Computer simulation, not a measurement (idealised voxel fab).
process module | voxel gate over fins
cross-section cut | 295 nm wide | cells 5 nm
A cross-section is a grid of square cells, given in bands from the top down. A band is one or more rows of cells.
Each band's line starts with the height of the band's top and of its bottom, in nm. Then come its materials from left to right, each with its width in nm. One material with "throughout" fills the band from edge to edge. "air" is empty space.
Height 0 is the level under which the wafer as received is all one material. The lowest band goes on downwards, as in "0 down".
A width such as "30 to 40" changes by the same amount from each row of cells to the next, from the band's top row to its bottom row.
"no change" after a step means that no cell of the cross-section changed.
closed voids: empty space of 8 cells or more with no open way to the top, each as width x height at its distance from the left edge, in nm
after a step's settings: what the simulator itself notes on the step
overlay nm, on a step with a mask: how far to the right of its planned place the mask lay; to the left if negative
plan
1 op RECEIVE | material Si
2 op CONFORMAL_DEP | material SiN | thk nm 10
3 op MASKED_ETCH | tone cover | mask id FINS | width nm 15 | pitch nm 55 | etch materials SiN | depth nm 10 | overlay nm 0
4 op MASKED_ETCH | tone cover | mask id FINS | width nm 15 | pitch nm 55 | etch materials Si | depth nm 35 | overlay nm 0
5 op FILL_DEP | material SiO2 | thk nm 10
6 op CMP | height nm 10
7 op PATTERN | tone open | mask id RAIL | material resist | width nm 15 | thk nm 15 | overlay nm 0
8 op DIRECTIONAL_ETCH | etch materials SiO2 | depth nm 40
9 op STRIP | etch materials resist
10 op CONFORMAL_DEP | material TiN | thk nm 5
11 op FILL_DEP | material Ru | thk nm 5
12 op CMP | height nm 10
13 op SELECTIVE_ETCH | etch materials W Ru TiN | depth nm 30
14 op FILL_DEP | material SiO2 | thk nm 5
15 op CMP | height nm 10
16 op SELECTIVE_ETCH | etch materials SiO2 | depth nm 25
17 op STRIP | etch materials SiN
18 op CONFORMAL_DEP | material HfO2 | thk nm 5
19 op CONFORMAL_DEP | material TiN | thk nm 5
20 op FILL_DEP | material W | thk nm 10
21 op CMP | height nm 15
22 op CONFORMAL_DEP | material SiCN | thk nm 10
as received, after step 1
  0 down: Si throughout
  closed voids: none
first wafer at the end, as planned
  25 to 15: SiCN throughout
  15 to 10: W throughout
  10 to 5: W 100 | TiN 35 | W 20 | TiN 35 | W 105
  5 to 0: W 100 | TiN 5 | HfO2 25 | TiN 5 | W 20 | TiN 5 | HfO2 25 | TiN 5 | W 105
  0 to -5: W 100 | TiN 5 | HfO2 5 | Si 15 | HfO2 5 | TiN 5 | W 20 | TiN 5 | HfO2 5 | Si 15 | HfO2 5 | TiN 5 | W 105
  -5 to -10: TiN 105 | HfO2 5 | Si 15 | HfO2 5 | TiN 30 | HfO2 5 | Si 15 | HfO2 5 | TiN 110
  -10 to -15: HfO2 110 | Si 15 | HfO2 40 | Si 15 | HfO2 115
  -15 to -20: SiO2 110 | Si 15 | SiO2 40 | Si 15 | SiO2 115
  -20 to -25: SiO2 110 | Si 15 | SiO2 10 | TiN 5 | Ru 5 | TiN 5 | SiO2 15 | Si 15 | SiO2 115
  -25 to -30: SiO2 110 | Si 15 | SiO2 10 | TiN 15 | SiO2 15 | Si 15 | SiO2 115
  -30 to -35: SiO2 110 | Si 15 | SiO2 40 | Si 15 | SiO2 115
  -35 down: Si throughout
  closed voids: none
second wafer at the end: like start, like plan, one mistake
  25 to 15: SiCN throughout
  15 to 10: W throughout
  10 to 5: W 100 | TiN 35 | W 20 | TiN 35 | W 105
  5 to 0: W 100 | TiN 5 | HfO2 25 | TiN 5 | W 20 | TiN 5 | HfO2 25 | TiN 5 | W 105
  0 to -5: W 100 | TiN 5 | HfO2 5 | Si 15 | HfO2 5 | TiN 5 | W 20 | TiN 5 | HfO2 5 | Si 15 | HfO2 5 | TiN 5 | W 105
  -5 to -10: TiN 105 | HfO2 5 | Si 15 | HfO2 5 | TiN 30 | HfO2 5 | Si 15 | HfO2 5 | TiN 110
  -10 to -15: HfO2 110 | Si 15 | HfO2 40 | Si 15 | HfO2 115
  -15 to -20: SiO2 110 | Si 15 | SiO2 40 | Si 15 | SiO2 115
  -20 to -25: SiO2 110 | Si 15 | TiN 5 | Ru 5 | TiN 5 | SiO2 25 | Si 15 | SiO2 115
  -25 to -30: SiO2 110 | Si 15 | TiN 15 | SiO2 25 | Si 15 | SiO2 115
  -30 to -35: SiO2 110 | Si 15 | SiO2 40 | Si 15 | SiO2 115
  -35 down: Si throughout
  closed voids: none
what went wrong: step 7 ran as: op PATTERN | tone open | mask id RAIL | material resist | width nm 15 | thk nm 15 | overlay nm -10
at the end the second wafer has, in cells: as many of each material as the first, in other places
